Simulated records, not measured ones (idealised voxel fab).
Documented hereafter: the process module known as voxel transistor to metal.
Cross-section cut spans 290 nm and uses square cells 5 nm in size.
In what follows, cross-sections appear as grids of square cells, described through bands that run from the top down, where every band is one or more rows of cells.
Heights first: top, then bottom, in nm. Then materials, left to right, each with a width in nm. "edge to edge" on a single material: fills the band edge to edge. "blank": empty space.
Beneath 0, the wafer as received is one material, and that level is where height counting begins. The lowest band goes on downward without a bottom; it is written like "from 0 down".
The width entry "30->40" should be interpreted row by row: the top row of cells in the band takes the first number, the bottom row takes the second number, and the change between adjacent rows is uniform throughout.
Key: "remains unaltered" - step with no changed cell in the cross-section.
"Sealed void listing" lists enclosed empty spaces (at least 8 cells, no open path upward to the top), each as width x height at distance from the left edge, in nm.
Anything after a step's settings on that line? It's the simulator's own note about the step.
overlay nm: mask offset rightward from planned place, masked step; negative means leftward offset.
Below you will find pairs of cross-sections. In each, one shows the wafer before one process step and the other after it, with the after view ending at the lowest band that changed. Under each pair is the step separating them, along with its settings. Do not assume the pairs form a chain: they can come from different runs of this module on the same starting wafer, and a pair continues from the pair above it only when its "Pre-step section" entry says so.

Pre-step section
> from 45 to 30 | 60 blank / 5 SiN / 35 SiCN / 5 SiN / 80 blank / 5 SiN / 35 SiCN / 5 SiN / 60 blank
> from 30 to 10 | 60 blank / 5 SiN / 35 polySi / 5 SiN / 80 blank / 5 SiN / 35 polySi / 5 SiN / 60 blank
> from 10 to 0 | 30 SiO2 / 5 SiN / 25 blank / 5 SiN / 35 polySi / 5 SiN / 25 blank / 5 SiN / 20 SiO2 / 5 SiN / 25 blank / 5 SiN / 35 polySi / 5 SiN / 25 blank / 5 SiN / 30 SiO2
> from 0 to -5 | SiO2 edge to edge
> from -5 to -25 | 35 SiO2 / 95 Si / 30 SiO2 / 95 Si / 35 SiO2
> from -25 down | Si edge to edge
> Sealed void listing: none

Section After Processing
> from 45 to 30 | 60 blank / 5 SiN / 35 SiCN / 5 SiN / 80 blank / 5 SiN / 35 SiCN / 5 SiN / 60 blank
> from 30 to 10 | 60 blank / 5 SiN / 35 polySi / 5 SiN / 80 blank / 5 SiN / 35 polySi / 5 SiN / 60 blank
> from 10 to 5 | 30 blank / 5 SiN / 25 blank / 5 SiN / 35 polySi / 5 SiN / 25 blank / 5 SiN / 20 blank / 5 SiN / 25 blank / 5 SiN / 35 polySi / 5 SiN / 25 blank / 5 SiN / 30 blank
> from 5 to 0 | 30 SiO2 / 5 SiN / 25 blank / 5 SiN / 35 polySi / 5 SiN / 25 blank / 5 SiN / 20 SiO2 / 5 SiN / 25 blank / 5 SiN / 35 polySi / 5 SiN / 25 blank / 5 SiN / 30 SiO2
> from 0 to -5 | 35 SiO2 / 25 blank / 45 SiO2 / 25 blank / 30 SiO2 / 25 blank / 45 SiO2 / 25 blank / 35 SiO2
> Under -5: no change, same as before.
> Sealed void listing: none
Between the two cross-sections above, the process step reads DIRECTIONAL_ETCH,etch materials SiO2,depth nm 5

Pre-step section: It is represented by the cross-section appearing after the step of the pair directly above.

Section After Processing
> from 45 to 30 | 60 blank / 5 SiN / 35 SiCN / 5 SiN / 80 blank / 5 SiN / 35 SiCN / 5 SiN / 60 blank
> from 30 to 10 | 60 blank / 5 SiN / 35 polySi / 5 SiN / 80 blank / 5 SiN / 35 polySi / 5 SiN / 60 blank
> from 10 to 5 | 30 blank / 5 SiN / 25 blank / 5 SiN / 35 polySi / 5 SiN / 25 blank / 5 SiN / 20 blank / 5 SiN / 25 blank / 5 SiN / 35 polySi / 5 SiN / 25 blank / 5 SiN / 30 blank
> from 5 to 0 | 30 SiO2 / 5 SiN / 25 blank / 5 SiN / 35 polySi / 5 SiN / 25 blank / 5 SiN / 20 SiO2 / 5 SiN / 25 blank / 5 SiN / 35 polySi / 5 SiN / 25 blank / 5 SiN / 30 SiO2
> from 0 to -5 | 35 SiO2 / 25 pSi / 45 SiO2 / 25 pSi / 30 SiO2 / 25 pSi / 45 SiO2 / 25 pSi / 35 SiO2
> Under -5: no change, same as before.
> Sealed void listing: none
Between the two cross-sections above, the process step reads EPI,material pSi,thk nm 5

Pre-step section: It is represented by the cross-section appearing after the step of the pair directly above.

Section After Processing
> from 55 to 45 | SiO2 edge to edge
> from 45 to 30 | 60 SiO2 / 5 SiN / 35 SiCN / 5 SiN / 80 SiO2 / 5 SiN / 35 SiCN / 5 SiN / 60 SiO2
> from 30 to 10 | 60 SiO2 / 5 SiN / 35 polySi / 5 SiN / 80 SiO2 / 5 SiN / 35 polySi / 5 SiN / 60 SiO2
> from 10 to 0 | 30 SiO2 / 5 SiN / 25 SiO2 / 5 SiN / 35 polySi / 5 SiN / 25 SiO2 / 5 SiN / 20 SiO2 / 5 SiN / 25 SiO2 / 5 SiN / 35 polySi / 5 SiN / 25 SiO2 / 5 SiN / 30 SiO2
> Under 0: no change, same as before.
> Sealed void listing: none
Between the two cross-sections above, the process step reads FILL_DEP,material SiO2,thk nm 10

Pre-step section: It is represented by the cross-section appearing after the step of the pair directly above.

Section After Processing
> from 30 to 10 | 60 SiO2 / 5 SiN / 35 polySi / 5 SiN / 80 SiO2 / 5 SiN / 35 polySi / 5 SiN / 60 SiO2
> Under 10: no change, same as before.
> Sealed void listing: none
Between the two cross-sections above, the process step reads CMP,height nm 30

Pre-step section: It is represented by the cross-section appearing after the step of the pair directly above.

Section After Processing
> from 30 to 10 | 60 SiO2 / 5 SiN / 35 blank / 5 SiN / 80 SiO2 / 5 SiN / 35 blank / 5 SiN / 60 SiO2
> from 10 to 0 | 30 SiO2 / 5 SiN / 25 SiO2 / 5 SiN / 35 blank / 5 SiN / 25 SiO2 / 5 SiN / 20 SiO2 / 5 SiN / 25 SiO2 / 5 SiN / 35 blank / 5 SiN / 25 SiO2 / 5 SiN / 30 SiO2
> Under 0: no change, same as before.
> Sealed void listing: none
Between the two cross-sections above, the process step reads STRIP,etch materials polySi

Pre-step section: It is represented by the cross-section appearing after the step of the pair directly above.

Section After Processing
> from 30 to 25 | 60 blank / 5 SiN / 35 blank / 5 SiN / 80 blank / 5 SiN / 35 blank / 5 SiN / 60 blank
> from 25 to 10 | 60 SiO2 / 5 SiN / 35 blank / 5 SiN / 80 SiO2 / 5 SiN / 35 blank / 5 SiN / 60 SiO2
> from 10 to 0 | 30 SiO2 / 5 SiN / 25 SiO2 / 5 SiN / 35 blank / 5 SiN / 25 SiO2 / 5 SiN / 20 SiO2 / 5 SiN / 25 SiO2 / 5 SiN / 35 blank / 5 SiN / 25 SiO2 / 5 SiN / 30 SiO2
> from 0 to -5 | 35 SiO2 / 25 pSi / 45 blank / 25 pSi / 30 SiO2 / 25 pSi / 45 blank / 25 pSi / 35 SiO2
> Under -5: no change, same as before.
> Sealed void listing: none
Between the two cross-sections above, the process step reads SELECTIVE_ETCH,etch materials SiO2,depth nm 5

Pre-step section: It is represented by the cross-section appearing after the step of the pair directly above.

Section After Processing
> from 35 to 30 | 55 blank / 15 HfO2 / 25 blank / 15 HfO2 / 70 blank / 15 HfO2 / 25 blank / 15 HfO2 / 55 blank
> from 30 to 25 | 60 HfO2 / 5 SiN / 5 HfO2 / 25 blank / 5 HfO2 / 5 SiN / 80 HfO2 / 5 SiN / 5 HfO2 / 25 blank / 5 HfO2 / 5 SiN / 60 HfO2
> from 25 to 10 | 60 SiO2 / 5 SiN / 5 HfO2 / 25 blank / 5 HfO2 / 5 SiN / 80 SiO2 / 5 SiN / 5 HfO2 / 25 blank / 5 HfO2 / 5 SiN / 60 SiO2
> from 10 to 0 | 30 SiO2 / 5 SiN / 25 SiO2 / 5 SiN / 5 HfO2 / 25 blank / 5 HfO2 / 5 SiN / 25 SiO2 / 5 SiN / 20 SiO2 / 5 SiN / 25 SiO2 / 5 SiN / 5 HfO2 / 25 blank / 5 HfO2 / 5 SiN / 25 SiO2 / 5 SiN / 30 SiO2
> from 0 to -5 | 35 SiO2 / 25 pSi / 45 HfO2 / 25 pSi / 30 SiO2 / 25 pSi / 45 HfO2 / 25 pSi / 35 SiO2
> Under -5: no change, same as before.
> Sealed void listing: none
Between the two cross-sections above, the process step reads CONFORMAL_DEP,material HfO2,thk nm 5

Pre-step section: It is represented by the cross-section appearing after the step of the pair directly above.

Section After Processing
> from 40 to 35 | 50 blank / 25 TiN / 15 blank / 25 TiN / 60 blank / 25 TiN / 15 blank / 25 TiN / 50 blank
> from 35 to 30 | 55 TiN / 15 HfO2 / 5 TiN / 15 blank / 5 TiN / 15 HfO2 / 70 TiN / 15 HfO2 / 5 TiN / 15 blank / 5 TiN / 15 HfO2 / 55 TiN
> from 30 to 25 | 60 HfO2 / 5 SiN / 5 HfO2 / 5 TiN / 15 blank / 5 TiN / 5 HfO2 / 5 SiN / 80 HfO2 / 5 SiN / 5 HfO2 / 5 TiN / 15 blank / 5 TiN / 5 HfO2 / 5 SiN / 60 HfO2
> from 25 to 10 | 60 SiO2 / 5 SiN / 5 HfO2 / 5 TiN / 15 blank / 5 TiN / 5 HfO2 / 5 SiN / 80 SiO2 / 5 SiN / 5 HfO2 / 5 TiN / 15 blank / 5 TiN / 5 HfO2 / 5 SiN / 60 SiO2
> from 10 to 5 | 30 SiO2 / 5 SiN / 25 SiO2 / 5 SiN / 5 HfO2 / 5 TiN / 15 blank / 5 TiN / 5 HfO2 / 5 SiN / 25 SiO2 / 5 SiN / 20 SiO2 / 5 SiN / 25 SiO2 / 5 SiN / 5 HfO2 / 5 TiN / 15 blank / 5 TiN / 5 HfO2 / 5 SiN / 25 SiO2 / 5 SiN / 30 SiO2
> from 5 to 0 | 30 SiO2 / 5 SiN / 25 SiO2 / 5 SiN / 5 HfO2 / 25 TiN / 5 HfO2 / 5 SiN / 25 SiO2 / 5 SiN / 20 SiO2 / 5 SiN / 25 SiO2 / 5 SiN / 5 HfO2 / 25 TiN / 5 HfO2 / 5 SiN / 25 SiO2 / 5 SiN / 30 SiO2
> Under 0: no change, same as before.
> Sealed void listing: none
Between the two cross-sections above, the process step reads CONFORMAL_DEP,material TiN,thk nm 5

Pre-step section: It is represented by the cross-section appearing after the step of the pair directly above.

Section After Processing
> from 45 to 40 | W edge to edge
> from 40 to 35 | 50 W / 25 TiN / 15 W / 25 TiN / 60 W / 25 TiN / 15 W / 25 TiN / 50 W
> from 35 to 30 | 55 TiN / 15 HfO2 / 5 TiN / 15 W / 5 TiN / 15 HfO2 / 70 TiN / 15 HfO2 / 5 TiN / 15 W / 5 TiN / 15 HfO2 / 55 TiN
> from 30 to 25 | 60 HfO2 / 5 SiN / 5 HfO2 / 5 TiN / 15 W / 5 TiN / 5 HfO2 / 5 SiN / 80 HfO2 / 5 SiN / 5 HfO2 / 5 TiN / 15 W / 5 TiN / 5 HfO2 / 5 SiN / 60 HfO2
> from 25 to 10 | 60 SiO2 / 5 SiN / 5 HfO2 / 5 TiN / 15 W / 5 TiN / 5 HfO2 / 5 SiN / 80 SiO2 / 5 SiN / 5 HfO2 / 5 TiN / 15 W / 5 TiN / 5 HfO2 / 5 SiN / 60 SiO2
> from 10 to 5 | 30 SiO2 / 5 SiN / 25 SiO2 / 5 SiN / 5 HfO2 / 5 TiN / 15 W / 5 TiN / 5 HfO2 / 5 SiN / 25 SiO2 / 5 SiN / 20 SiO2 / 5 SiN / 25 SiO2 / 5 SiN / 5 HfO2 / 5 TiN / 15 W / 5 TiN / 5 HfO2 / 5 SiN / 25 SiO2 / 5 SiN / 30 SiO2
> Under 5: no change, same as before.
> Sealed void listing: none
Between the two cross-sections above, the process step reads FILL_DEP,material W,thk nm 5

Pre-step section: It is represented by the cross-section appearing after the step of the pair directly above.

Section After Processing
> from 25 to 10 | 60 SiO2 / 5 SiN / 5 HfO2 / 5 TiN / 15 W / 5 TiN / 5 HfO2 / 5 SiN / 80 SiO2 / 5 SiN / 5 HfO2 / 5 TiN / 15 W / 5 TiN / 5 HfO2 / 5 SiN / 60 SiO2
> Under 10: no change, same as before.
> Sealed void listing: none
Between the two cross-sections above, the process step reads CMP,height nm 25

Pre-step section: It is represented by the cross-section appearing after the step of the pair directly above.

Section After Processing
> from 40 to 25 | SiO2 edge to edge
> Under 25: no change, same as before.
> Sealed void listing: none
Between the two cross-sections above, the process step reads DIRECTIONAL_DEP,material SiO2,thk nm 15

Pre-step section: It is represented by the cross-section appearing after the step of the pair directly above.

Section After Processing
> from 40 to 25 | 35 SiO2 / 15 blank / 65 SiO2 / 15 blank / 30 SiO2 / 15 blank / 65 SiO2 / 15 blank / 35 SiO2
> from 25 to 10 | 35 SiO2 / 15 blank / 10 SiO2 / 5 SiN / 5 HfO2 / 5 TiN / 15 W / 5 TiN / 5 HfO2 / 5 SiN / 10 SiO2 / 15 blank / 30 SiO2 / 15 blank / 10 SiO2 / 5 SiN / 5 HfO2 / 5 TiN / 15 W / 5 TiN / 5 HfO2 / 5 SiN / 10 SiO2 / 15 blank / 35 SiO2
> from 10 to 5 | 30 SiO2 / 5 SiN / 15 blank / 10 SiO2 / 5 SiN / 5 HfO2 / 5 TiN / 15 W / 5 TiN / 5 HfO2 / 5 SiN / 10 SiO2 / 15 blank / 5 SiN / 20 SiO2 / 5 SiN / 15 blank / 10 SiO2 / 5 SiN / 5 HfO2 / 5 TiN / 15 W / 5 TiN / 5 HfO2 / 5 SiN / 10 SiO2 / 15 blank / 5 SiN / 30 SiO2
> from 5 to 0 | 30 SiO2 / 5 SiN / 15 blank / 10 SiO2 / 5 SiN / 5 HfO2 / 25 TiN / 5 HfO2 / 5 SiN / 10 SiO2 / 15 blank / 5 SiN / 20 SiO2 / 5 SiN / 15 blank / 10 SiO2 / 5 SiN / 5 HfO2 / 25 TiN / 5 HfO2 / 5 SiN / 10 SiO2 / 15 blank / 5 SiN / 30 SiO2
> Under 0: no change, same as before.
> Sealed void listing: none
Between the two cross-sections above, the process step reads MASKED_ETCH,tone open,mask id CONTACT,width nm 15,etch materials SiO2,depth nm 40,overlay nm 0

Pre-step section: It is represented by the cross-section appearing after the step of the pair directly above.

Section After Processing
> from 45 to 40 | 40 TiN / 5 blank / 75 TiN / 5 blank / 40 TiN / 5 blank / 75 TiN / 5 blank / 40 TiN
> from 40 to 25 | 35 SiO2 / 5 TiN / 5 blank / 5 TiN / 65 SiO2 / 5 TiN / 5 blank / 5 TiN / 30 SiO2 / 5 TiN / 5 blank / 5 TiN / 65 SiO2 / 5 TiN / 5 blank / 5 TiN / 35 SiO2
> from 25 to 10 | 35 SiO2 / 5 TiN / 5 blank / 5 TiN / 10 SiO2 / 5 SiN / 5 HfO2 / 5 TiN / 15 W / 5 TiN / 5 HfO2 / 5 SiN / 10 SiO2 / 5 TiN / 5 blank / 5 TiN / 30 SiO2 / 5 TiN / 5 blank / 5 TiN / 10 SiO2 / 5 SiN / 5 HfO2 / 5 TiN / 15 W / 5 TiN / 5 HfO2 / 5 SiN / 10 SiO2 / 5 TiN / 5 blank / 5 TiN / 35 SiO2
> from 10 to 5 | 30 SiO2 / 5 SiN / 5 TiN / 5 blank / 5 TiN / 10 SiO2 / 5 SiN / 5 HfO2 / 5 TiN / 15 W / 5 TiN / 5 HfO2 / 5 SiN / 10 SiO2 / 5 TiN / 5 blank / 5 TiN / 5 SiN / 20 SiO2 / 5 SiN / 5 TiN / 5 blank / 5 TiN / 10 SiO2 / 5 SiN / 5 HfO2 / 5 TiN / 15 W / 5 TiN / 5 HfO2 / 5 SiN / 10 SiO2 / 5 TiN / 5 blank / 5 TiN / 5 SiN / 30 SiO2
> from 5 to 0 | 30 SiO2 / 5 SiN / 15 TiN / 10 SiO2 / 5 SiN / 5 HfO2 / 25 TiN / 5 HfO2 / 5 SiN / 10 SiO2 / 15 TiN / 5 SiN / 20 SiO2 / 5 SiN / 15 TiN / 10 SiO2 / 5 SiN / 5 HfO2 / 25 TiN / 5 HfO2 / 5 SiN / 10 SiO2 / 15 TiN / 5 SiN / 30 SiO2
> Under 0: no change, same as before.
> Sealed void listing: none
Between the two cross-sections above, the process step reads CONFORMAL_DEP,material TiN,thk nm 5

Pre-step section: It is represented by the cross-section appearing after the step of the pair directly above.

Section After Processing
> from 50 to 45 | Ru edge to edge
> from 45 to 40 | 40 TiN / 5 Ru / 75 TiN / 5 Ru / 40 TiN / 5 Ru / 75 TiN / 5 Ru / 40 TiN
> from 40 to 25 | 35 SiO2 / 5 TiN / 5 Ru / 5 TiN / 65 SiO2 / 5 TiN / 5 Ru / 5 TiN / 30 SiO2 / 5 TiN / 5 Ru / 5 TiN / 65 SiO2 / 5 TiN / 5 Ru / 5 TiN / 35 SiO2
> from 25 to 10 | 35 SiO2 / 5 TiN / 5 Ru / 5 TiN / 10 SiO2 / 5 SiN / 5 HfO2 / 5 TiN / 15 W / 5 TiN / 5 HfO2 / 5 SiN / 10 SiO2 / 5 TiN / 5 Ru / 5 TiN / 30 SiO2 / 5 TiN / 5 Ru / 5 TiN / 10 SiO2 / 5 SiN / 5 HfO2 / 5 TiN / 15 W / 5 TiN / 5 HfO2 / 5 SiN / 10 SiO2 / 5 TiN / 5 Ru / 5 TiN / 35 SiO2
> from 10 to 5 | 30 SiO2 / 5 SiN / 5 TiN / 5 Ru / 5 TiN / 10 SiO2 / 5 SiN / 5 HfO2 / 5 TiN / 15 W / 5 TiN / 5 HfO2 / 5 SiN / 10 SiO2 / 5 TiN / 5 Ru / 5 TiN / 5 SiN / 20 SiO2 / 5 SiN / 5 TiN / 5 Ru / 5 TiN / 10 SiO2 / 5 SiN / 5 HfO2 / 5 TiN / 15 W / 5 TiN / 5 HfO2 / 5 SiN / 10 SiO2 / 5 TiN / 5 Ru / 5 TiN / 5 SiN / 30 SiO2
> Under 5: no change, same as before.
> Sealed void listing: none
Between the two cross-sections above, the process step reads FILL_DEP,material Ru,thk nm 5

Pre-step section: It is represented by the cross-section appearing after the step of the pair directly above.

Section After Processing
> from 40 to 25 | 35 SiO2 / 5 TiN / 5 Ru / 5 TiN / 65 SiO2 / 5 TiN / 5 Ru / 5 TiN / 30 SiO2 / 5 TiN / 5 Ru / 5 TiN / 65 SiO2 / 5 TiN / 5 Ru / 5 TiN / 35 SiO2
> Under 25: no change, same as before.
> Sealed void listing: none
Between the two cross-sections above, the process step reads CMP,height nm 40

Pre-step section: It is represented by the cross-section appearing after the step of the pair directly above.

Section After Processing
> from 45 to 40 | SiCN edge to edge
> Under 40: no change, same as before.
> Sealed void listing: none
Between the two cross-sections above, the process step reads CONFORMAL_DEP,material SiCN,thk nm 5

Pre-step section: It is represented by the cross-section appearing after the step of the pair directly above.

Section After Processing
> from 70 to 45 | SiO2 edge to edge
> Under 45: no change, same as before.
> Sealed void listing: none
Between the two cross-sections above, the process step reads DIRECTIONAL_DEP,material SiO2,thk nm 25

Pre-step section: It is represented by the cross-section appearing after the step of the pair directly above.

Section After Processing
> from 90 to 70 | 35 resist / 15 blank / 65 resist / 15 blank / 30 resist / 15 blank / 65 resist / 15 blank / 35 resist
> Under 70: no change, same as before.
> Sealed void listing: none
Between the two cross-sections above, the process step reads PATTERN,tone open,mask id METAL_1,material resist,width nm 15,thk nm 20,overlay nm 0

Pre-step section: It is represented by the cross-section appearing after the step of the pair directly above.

Section After Processing
> from 90 to 70 | 35 resist / 15 blank / 65 resist / 15 blank / 30 resist / 15 blank / 65 resist / 15 blank / 35 resist
> from 70 to 45 | 35 SiO2 / 15 blank / 65 SiO2 / 15 blank / 30 SiO2 / 15 blank / 65 SiO2 / 15 blank / 35 SiO2
> Under 45: no change, same as before.
> Sealed void listing: none
Between the two cross-sections above, the process step reads DIRECTIONAL_ETCH,etch materials SiO2,depth nm 25

Pre-step section: It is represented by the cross-section appearing after the step of the pair directly above.

Section After Processing
> from 90 to 70 | 35 resist / 15 blank / 65 resist / 15 blank / 30 resist / 15 blank / 65 resist / 15 blank / 35 resist
> from 70 to 45 | 35 SiO2 / 15 blank / 65 SiO2 / 15 blank / 30 SiO2 / 15 blank / 65 SiO2 / 15 blank / 35 SiO2
> from 45 to 40 | 35 SiCN / 15 blank / 65 SiCN / 15 blank / 30 SiCN / 15 blank / 65 SiCN / 15 blank / 35 SiCN
> Under 40: no change, same as before.
> Sealed void listing: none
Between the two cross-sections above, the process step reads DIRECTIONAL_ETCH,etch materials SiCN,depth nm 5

Pre-step section: It is represented by the cross-section appearing after the step of the pair directly above.

Section After Processing
> from 70 to 45 | 35 SiO2 / 15 blank / 65 SiO2 / 15 blank / 30 SiO2 / 15 blank / 65 SiO2 / 15 blank / 35 SiO2
> Under 45: no change, same as before.
> Sealed void listing: none
Between the two cross-sections above, the process step reads STRIP,etch materials resist

Pre-step section: It is represented by the cross-section appearing after the step of the pair directly above.

Section After Processing
> from 75 to 70 | 40 TiN / 5 blank / 75 TiN / 5 blank / 40 TiN / 5 blank / 75 TiN / 5 blank / 40 TiN
> from 70 to 45 | 35 SiO2 / 5 TiN / 5 blank / 5 TiN / 65 SiO2 / 5 TiN / 5 blank / 5 TiN / 30 SiO2 / 5 TiN / 5 blank / 5 TiN / 65 SiO2 / 5 TiN / 5 blank / 5 TiN / 35 SiO2
> from 45 to 40 | 35 SiCN / 15 TiN / 65 SiCN / 15 TiN / 30 SiCN / 15 TiN / 65 SiCN / 15 TiN / 35 SiCN
> Under 40: no change, same as before.
> Sealed void listing: none
Between the two cross-sections above, the process step reads CONFORMAL_DEP,material TiN,thk nm 5

Pre-step section: It is represented by the cross-section appearing after the step of the pair directly above.

Section After Processing
> from 85 to 75 | Ru edge to edge
> from 75 to 70 | 40 TiN / 5 Ru / 75 TiN / 5 Ru / 40 TiN / 5 Ru / 75 TiN / 5 Ru / 40 TiN
> from 70 to 45 | 35 SiO2 / 5 TiN / 5 Ru / 5 TiN / 65 SiO2 / 5 TiN / 5 Ru / 5 TiN / 30 SiO2 / 5 TiN / 5 Ru / 5 TiN / 65 SiO2 / 5 TiN / 5 Ru / 5 TiN / 35 SiO2
> Under 45: no change, same as before.
> Sealed void listing: none
Between the two cross-sections above, the process step reads FILL_DEP,material Ru,thk nm 10

Pre-step section: It is represented by the cross-section appearing after the step of the pair directly above.

Section After Processing
> from 70 to 45 | 35 SiO2 / 5 TiN / 5 Ru / 5 TiN / 65 SiO2 / 5 TiN / 5 Ru / 5 TiN / 30 SiO2 / 5 TiN / 5 Ru / 5 TiN / 65 SiO2 / 5 TiN / 5 Ru / 5 TiN / 35 SiO2
> Under 45: no change, same as before.
> Sealed void listing: none
Between the two cross-sections above, the process step reads CMP,height nm 70

Pre-step section: It is represented by the cross-section appearing after the step of the pair directly above.

Section After Processing
> from 75 to 70 | SiCN edge to edge
> Under 70: no change, same as before.
> Sealed void listing: none
Between the two cross-sections above, the process step reads CONFORMAL_DEP,material SiCN,thk nm 5

Pre-step section
> from 40 to 25 | SiO2 edge to edge
> from 25 to 10 | 60 SiO2 / 5 SiN / 5 HfO2 / 5 TiN / 15 W / 5 TiN / 5 HfO2 / 5 SiN / 80 SiO2 / 5 SiN / 5 HfO2 / 5 TiN / 15 W / 5 TiN / 5 HfO2 / 5 SiN / 60 SiO2
> from 10 to 5 | 25 SiO2 / 5 SiN / 30 SiO2 / 5 SiN / 5 HfO2 / 5 TiN / 15 W / 5 TiN / 5 HfO2 / 5 SiN / 30 SiO2 / 5 SiN / 10 SiO2 / 5 SiN / 30 SiO2 / 5 SiN / 5 HfO2 / 5 TiN / 15 W / 5 TiN / 5 HfO2 / 5 SiN / 30 SiO2 / 5 SiN / 25 SiO2
> from 5 to 0 | 25 SiO2 / 5 SiN / 30 SiO2 / 5 SiN / 5 HfO2 / 25 TiN / 5 HfO2 / 5 SiN / 30 SiO2 / 5 SiN / 10 SiO2 / 5 SiN / 30 SiO2 / 5 SiN / 5 HfO2 / 25 TiN / 5 HfO2 / 5 SiN / 30 SiO2 / 5 SiN / 25 SiO2
> from 0 to -5 | 30 SiO2 / 30 pSi / 45 HfO2 / 30 pSi / 20 SiO2 / 30 pSi / 45 HfO2 / 30 pSi / 30 SiO2
> from -5 to -25 | 30 SiO2 / 105 Si / 20 SiO2 / 105 Si / 30 SiO2
> from -25 down | Si edge to edge
> Sealed void listing: none

Section After Processing
> from 40 to 25 | 40 SiO2 / 15 blank / 65 SiO2 / 15 blank / 30 SiO2 / 15 blank / 65 SiO2 / 15 blank / 30 SiO2
> from 25 to 10 | 40 SiO2 / 15 blank / 5 SiO2 / 5 SiN / 5 HfO2 / 5 TiN / 15 W / 5 TiN / 5 HfO2 / 5 SiN / 15 SiO2 / 15 blank / 30 SiO2 / 15 blank / 5 SiO2 / 5 SiN / 5 HfO2 / 5 TiN / 15 W / 5 TiN / 5 HfO2 / 5 SiN / 15 SiO2 / 15 blank / 30 SiO2
> from 10 to 5 | 25 SiO2 / 5 SiN / 10 SiO2 / 15 blank / 5 SiO2 / 5 SiN / 5 HfO2 / 5 TiN / 15 W / 5 TiN / 5 HfO2 / 5 SiN / 15 SiO2 / 15 blank / 5 SiN / 10 SiO2 / 5 SiN / 10 SiO2 / 15 blank / 5 SiO2 / 5 SiN / 5 HfO2 / 5 TiN / 15 W / 5 TiN / 5 HfO2 / 5 SiN / 15 SiO2 / 15 blank / 5 SiN / 25 SiO2
> from 5 to 0 | 25 SiO2 / 5 SiN / 10 SiO2 / 15 blank / 5 SiO2 / 5 SiN / 5 HfO2 / 25 TiN / 5 HfO2 / 5 SiN / 15 SiO2 / 15 blank / 5 SiN / 10 SiO2 / 5 SiN / 10 SiO2 / 15 blank / 5 SiO2 / 5 SiN / 5 HfO2 / 25 TiN / 5 HfO2 / 5 SiN / 15 SiO2 / 15 blank / 5 SiN / 25 SiO2
> Under 0: no change, same as before.
> Sealed void listing: none
Between the two cross-sections above, the process step reads MASKED_ETCH,tone open,mask id CONTACT,width nm 15,etch materials SiO2,depth nm 40,overlay nm 5

Pre-step section: It is represented by the cross-section appearing after the step of the pair directly above.

Section After Processing
> from 45 to 40 | 45 TiN / 5 blank / 75 TiN / 5 blank / 40 TiN / 5 blank / 75 TiN / 5 blank / 35 TiN
> from 40 to 25 | 40 SiO2 / 5 TiN / 5 blank / 5 TiN / 65 SiO2 / 5 TiN / 5 blank / 5 TiN / 30 SiO2 / 5 TiN / 5 blank / 5 TiN / 65 SiO2 / 5 TiN / 5 blank / 5 TiN / 30 SiO2
> from 25 to 10 | 40 SiO2 / 5 TiN / 5 blank / 5 TiN / 5 SiO2 / 5 SiN / 5 HfO2 / 5 TiN / 15 W / 5 TiN / 5 HfO2 / 5 SiN / 15 SiO2 / 5 TiN / 5 blank / 5 TiN / 30 SiO2 / 5 TiN / 5 blank / 5 TiN / 5 SiO2 / 5 SiN / 5 HfO2 / 5 TiN / 15 W / 5 TiN / 5 HfO2 / 5 SiN / 15 SiO2 / 5 TiN / 5 blank / 5 TiN / 30 SiO2
> from 10 to 5 | 25 SiO2 / 5 SiN / 10 SiO2 / 5 TiN / 5 blank / 5 TiN / 5 SiO2 / 5 SiN / 5 HfO2 / 5 TiN / 15 W / 5 TiN / 5 HfO2 / 5 SiN / 15 SiO2 / 5 TiN / 5 blank / 5 TiN / 5 SiN / 10 SiO2 / 5 SiN / 10 SiO2 / 5 TiN / 5 blank / 5 TiN / 5 SiO2 / 5 SiN / 5 HfO2 / 5 TiN / 15 W / 5 TiN / 5 HfO2 / 5 SiN / 15 SiO2 / 5 TiN / 5 blank / 5 TiN / 5 SiN / 25 SiO2
> from 5 to 0 | 25 SiO2 / 5 SiN / 10 SiO2 / 15 TiN / 5 SiO2 / 5 SiN / 5 HfO2 / 25 TiN / 5 HfO2 / 5 SiN / 15 SiO2 / 15 TiN / 5 SiN / 10 SiO2 / 5 SiN / 10 SiO2 / 15 TiN / 5 SiO2 / 5 SiN / 5 HfO2 / 25 TiN / 5 HfO2 / 5 SiN / 15 SiO2 / 15 TiN / 5 SiN / 25 SiO2
> Under 0: no change, same as before.
> Sealed void listing: none
Between the two cross-sections above, the process step reads CONFORMAL_DEP,material TiN,thk nm 5

Pre-step section: It is represented by the cross-section appearing after the step of the pair directly above.

Section After Processing
> from 50 to 45 | Ru edge to edge
> from 45 to 40 | 45 TiN / 5 Ru / 75 TiN / 5 Ru / 40 TiN / 5 Ru / 75 TiN / 5 Ru / 35 TiN
> from 40 to 25 | 40 SiO2 / 5 TiN / 5 Ru / 5 TiN / 65 SiO2 / 5 TiN / 5 Ru / 5 TiN / 30 SiO2 / 5 TiN / 5 Ru / 5 TiN / 65 SiO2 / 5 TiN / 5 Ru / 5 TiN / 30 SiO2
> from 25 to 10 | 40 SiO2 / 5 TiN / 5 Ru / 5 TiN / 5 SiO2 / 5 SiN / 5 HfO2 / 5 TiN / 15 W / 5 TiN / 5 HfO2 / 5 SiN / 15 SiO2 / 5 TiN / 5 Ru / 5 TiN / 30 SiO2 / 5 TiN / 5 Ru / 5 TiN / 5 SiO2 / 5 SiN / 5 HfO2 / 5 TiN / 15 W / 5 TiN / 5 HfO2 / 5 SiN / 15 SiO2 / 5 TiN / 5 Ru / 5 TiN / 30 SiO2
> from 10 to 5 | 25 SiO2 / 5 SiN / 10 SiO2 / 5 TiN / 5 Ru / 5 TiN / 5 SiO2 / 5 SiN / 5 HfO2 / 5 TiN / 15 W / 5 TiN / 5 HfO2 / 5 SiN / 15 SiO2 / 5 TiN / 5 Ru / 5 TiN / 5 SiN / 10 SiO2 / 5 SiN / 10 SiO2 / 5 TiN / 5 Ru / 5 TiN / 5 SiO2 / 5 SiN / 5 HfO2 / 5 TiN / 15 W / 5 TiN / 5 HfO2 / 5 SiN / 15 SiO2 / 5 TiN / 5 Ru / 5 TiN / 5 SiN / 25 SiO2
> Under 5: no change, same as before.
> Sealed void listing: none
Between the two cross-sections above, the process step reads FILL_DEP,material Ru,thk nm 5

Pre-step section: It is represented by the cross-section appearing after the step of the pair directly above.

Section After Processing
> from 40 to 25 | 40 SiO2 / 5 TiN / 5 Ru / 5 TiN / 65 SiO2 / 5 TiN / 5 Ru / 5 TiN / 30 SiO2 / 5 TiN / 5 Ru / 5 TiN / 65 SiO2 / 5 TiN / 5 Ru / 5 TiN / 30 SiO2
> Under 25: no change, same as before.
> Sealed void listing: none
Between the two cross-sections above, the process step reads CMP,height nm 40

Pre-step section: It is represented by the cross-section appearing after the step of the pair directly above.

Section After Processing
> from 45 to 40 | SiCN edge to edge
> Under 40: no change, same as before.
> Sealed void listing: none
Between the two cross-sections above, the process step reads CONFORMAL_DEP,material SiCN,thk nm 5
